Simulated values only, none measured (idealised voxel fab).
process module | voxel transistor to metal
cross-section cut | 175 nm wide | cells 5 nm
A cross-section is a grid of square cells, given in bands from the top down. A band is one or more rows of cells.
Each band's line starts with the height of the band's top and of its bottom, in nm. Then come its materials from left to right, each with its width in nm. One material with "throughout" fills the band from edge to edge. "air" is empty space.
Height 0 is the level under which the wafer as received is all one material. The lowest band goes on downwards, as in "0 down".
A width such as "30 to 40" changes by the same amount from each row of cells to the next, from the band's top row to its bottom row.
"no change" after a step means that no cell of the cross-section changed.
closed voids: empty space of 8 cells or more with no open way to the top, each as width x height at its distance from the left edge, in nm
after a step's settings: what the simulator itself notes on the step
overlay nm, on a step with a mask: how far to the right of its planned place the mask lay; to the left if negative
plan
1 op RECEIVE | material Si
2 op CONFORMAL_DEP | material SiO2 | thk nm 5
3 op CONFORMAL_DEP | material SiN | thk nm 10
4 op PATTERN | tone cover | mask id ACTIVE | material resist | width nm 115 | thk nm 15 | overlay nm 0
5 op DIRECTIONAL_ETCH | etch materials SiN | depth nm 10
6 op DIRECTIONAL_ETCH | etch materials SiO2 | depth nm 5
7 op DIRECTIONAL_ETCH | etch materials Si | depth nm 30
8 op STRIP | etch materials resist
9 op FILL_DEP | material SiO2 | thk nm 10
10 op CMP | height nm 15
11 op SELECTIVE_ETCH | etch materials SiO2 | depth nm 5
12 op STRIP | etch materials SiN
13 op SELECTIVE_ETCH | etch materials SiO2 | depth nm 5
14 op OXIDIZE | depth nm 5
15 op DIRECTIONAL_DEP | material polySi | thk nm 25
16 op DIRECTIONAL_DEP | material SiCN | thk nm 10
17 op DIRECTIONAL_DEP | material aC | thk nm 15
18 op PATTERN | tone cover | mask id GATE | material resist | width nm 25 | thk nm 30 | overlay nm 0
19 op DIRECTIONAL_ETCH | etch materials aC | depth nm 15
20 op STRIP | etch materials resist
21 op DIRECTIONAL_ETCH | etch materials SiCN | depth nm 20
22 op DIRECTIONAL_ETCH | etch materials polySi | depth nm 35
23 op STRIP | etch materials aC
24 op CONFORMAL_DEP | material SiO2 | thk nm 5
25 op DIRECTIONAL_ETCH | etch materials SiO2 | depth nm 5
26 op CONFORMAL_DEP | material SiN | thk nm 10
27 op DIRECTIONAL_ETCH | etch materials SiN | depth nm 10
28 op DIRECTIONAL_ETCH | etch materials SiO2 | depth nm 5
29 op EPI | material SiGe | thk nm 5
30 op FILL_DEP | material SiO2 | thk nm 5
31 op CMP | height nm 25
32 op STRIP | etch materials polySi
33 op SELECTIVE_ETCH | etch materials SiO2 | depth nm 5
34 op CONFORMAL_DEP | material HfO2 | thk nm 5
35 op CONFORMAL_DEP | material TiN | thk nm 5
36 op FILL_DEP | material W | thk nm 5
37 op CMP | height nm 20
38 op DIRECTIONAL_DEP | material SiO2 | thk nm 15
39 op DIRECTIONAL_DEP | material aC | thk nm 10
40 op PATTERN | tone open | mask id CONTACT | material resist | width nm 15 | pitch nm 80 | thk nm 25 | overlay nm 0
41 op DIRECTIONAL_ETCH | etch materials aC | depth nm 10
42 op STRIP | etch materials resist
43 op DIRECTIONAL_ETCH | etch materials SiO2 | depth nm 35
44 op STRIP | etch materials aC
45 op CONFORMAL_DEP | material TiN | thk nm 5
46 op FILL_DEP | material Ru | thk nm 5
47 op CMP | height nm 35
48 op CONFORMAL_DEP | material SiN | thk nm 5
49 op DIRECTIONAL_DEP | material SiO2 | thk nm 15
50 op MASKED_ETCH | tone open | mask id METAL_1 | width nm 15 | pitch nm 80 | etch materials SiO2 | depth nm 15 | overlay nm 0
51 op MASKED_ETCH | tone open | mask id METAL_1 | width nm 15 | pitch nm 80 | etch materials SiN | depth nm 5 | overlay nm 0
52 op CONFORMAL_DEP | material TiN | thk nm 5
53 op FILL_DEP | material Cu | thk nm 10
54 op CMP | height nm 55
55 op EPI | material Ru | thk nm 5
56 op FILL_DEP | material SiCN | thk nm 5
57 op DIRECTIONAL_DEP | material SiO2 | thk nm 30
58 op MASKED_ETCH | tone open | mask id METAL_2 | width nm 15 | pitch nm 80 | etch materials SiO2 | depth nm 20 | overlay nm 0
59 op PATTERN | tone open | mask id METAL_2_HOLES | material resist | width nm 15 | pitch nm 80 | thk nm 20 | overlay nm 0
60 op DIRECTIONAL_ETCH | etch materials SiO2 | depth nm 10
61 op DIRECTIONAL_ETCH | etch materials SiCN | depth nm 5
62 op STRIP | etch materials resist
63 op CONFORMAL_DEP | material TiN | thk nm 5
64 op FILL_DEP | material Cu | thk nm 10
65 op CMP | height nm 95
66 op CONFORMAL_DEP | material SiCN | thk nm 5
varied across the wafers: width nm of step 50. The plan shows the first wafer's value. All wafers start alike
first wafer as received, after step 1
  0 down: Si throughout
  closed voids: none
first wafer at the end, after step 66
  100 to 95: SiCN throughout
  95 to 65: SiO2 40 | TiN 5 | Cu 5 | TiN 5 | SiO2 65 | TiN 5 | Cu 5 | TiN 5 | SiO2 40
  65 to 60: SiCN 40 | TiN 15 | SiCN 65 | TiN 15 | SiCN 40
  60 to 55: SiCN 35 | Ru 25 | SiCN 55 | Ru 25 | SiCN 35
  55 to 40: SiO2 40 | TiN 5 | Cu 5 | TiN 5 | SiO2 65 | TiN 5 | Cu 5 | TiN 5 | SiO2 40
  40 to 35: SiN 40 | TiN 15 | SiN 65 | TiN 15 | SiN 40
  35 to 20: SiO2 40 | TiN 5 | Ru 5 | TiN 5 | SiO2 65 | TiN 5 | Ru 5 | TiN 5 | SiO2 40
  20 to 5: SiO2 40 | TiN 5 | Ru 5 | TiN 5 | SiO2 5 | SiN 10 | HfO2 5 | TiN 5 | W 15 | TiN 5 | HfO2 5 | SiN 10 | SiO2 5 | TiN 5 | Ru 5 | TiN 5 | SiO2 40
  5 to 0: SiO2 30 | SiN 10 | TiN 15 | SiO2 5 | SiN 10 | HfO2 5 | TiN 25 | HfO2 5 | SiN 10 | SiO2 5 | TiN 15 | SiN 10 | SiO2 30
  0 to -5: SiO2 40 | SiGe 20 | SiO2 10 | HfO2 35 | SiO2 10 | SiGe 20 | SiO2 40
  -5 to -30: SiO2 30 | Si 115 | SiO2 30
  -30 down: Si throughout
  closed voids: none
last wafer at the end
  100 to 95: SiCN throughout
  95 to 65: SiO2 40 | TiN 5 | Cu 5 | TiN 5 | SiO2 65 | TiN 5 | Cu 5 | TiN 5 | SiO2 40
  65 to 60: SiCN 40 | TiN 15 | SiCN 65 | TiN 15 | SiCN 40
  60 to 55: SiCN 30 | Ru 40 | SiCN 40 | Ru 40 | SiCN 25
  55 to 45: SiO2 35 | TiN 5 | Cu 20 | TiN 5 | SiO2 50 | TiN 5 | Cu 20 | TiN 5 | SiO2 30
  45 to 40: SiO2 35 | TiN 10 | Cu 5 | TiN 15 | SiO2 50 | TiN 10 | Cu 5 | TiN 15 | SiO2 30
  40 to 35: SiN 40 | TiN 15 | SiN 65 | TiN 15 | SiN 40
  35 to 20: SiO2 40 | TiN 5 | Ru 5 | TiN 5 | SiO2 65 | TiN 5 | Ru 5 | TiN 5 | SiO2 40
  20 to 5: SiO2 40 | TiN 5 | Ru 5 | TiN 5 | SiO2 5 | SiN 10 | HfO2 5 | TiN 5 | W 15 | TiN 5 | HfO2 5 | SiN 10 | SiO2 5 | TiN 5 | Ru 5 | TiN 5 | SiO2 40
  5 to 0: SiO2 30 | SiN 10 | TiN 15 | SiO2 5 | SiN 10 | HfO2 5 | TiN 25 | HfO2 5 | SiN 10 | SiO2 5 | TiN 15 | SiN 10 | SiO2 30
  0 to -5: SiO2 40 | SiGe 20 | SiO2 10 | HfO2 35 | SiO2 10 | SiGe 20 | SiO2 40
  -5 to -30: SiO2 30 | Si 115 | SiO2 30
  -30 down: Si throughout
  closed voids: none
each wafer at the end: cells of each material gained (+) or lost (-) since it was received, then its closed voids
width nm 15 | +18 Cu | +15 HfO2 | +22 Ru | -95 Si | +89 SiCN | +8 SiGe | +49 SiN | +496 SiO2 | +89 TiN | +9 W | closed voids: none
width nm 20 | +22 Cu | +15 HfO2 | +24 Ru | -95 Si | +87 SiCN | +8 SiGe | +49 SiN | +490 SiO2 | +91 TiN | +9 W | closed voids: none
width nm 25 | +26 Cu | +15 HfO2 | +26 Ru | -95 Si | +85 SiCN | +8 SiGe | +49 SiN | +484 SiO2 | +93 TiN | +9 W | closed voids: none
width nm 30 | +30 Cu | +15 HfO2 | +28 Ru | -95 Si | +83 SiCN | +8 SiGe | +49 SiN | +478 SiO2 | +95 TiN | +9 W | closed voids: none
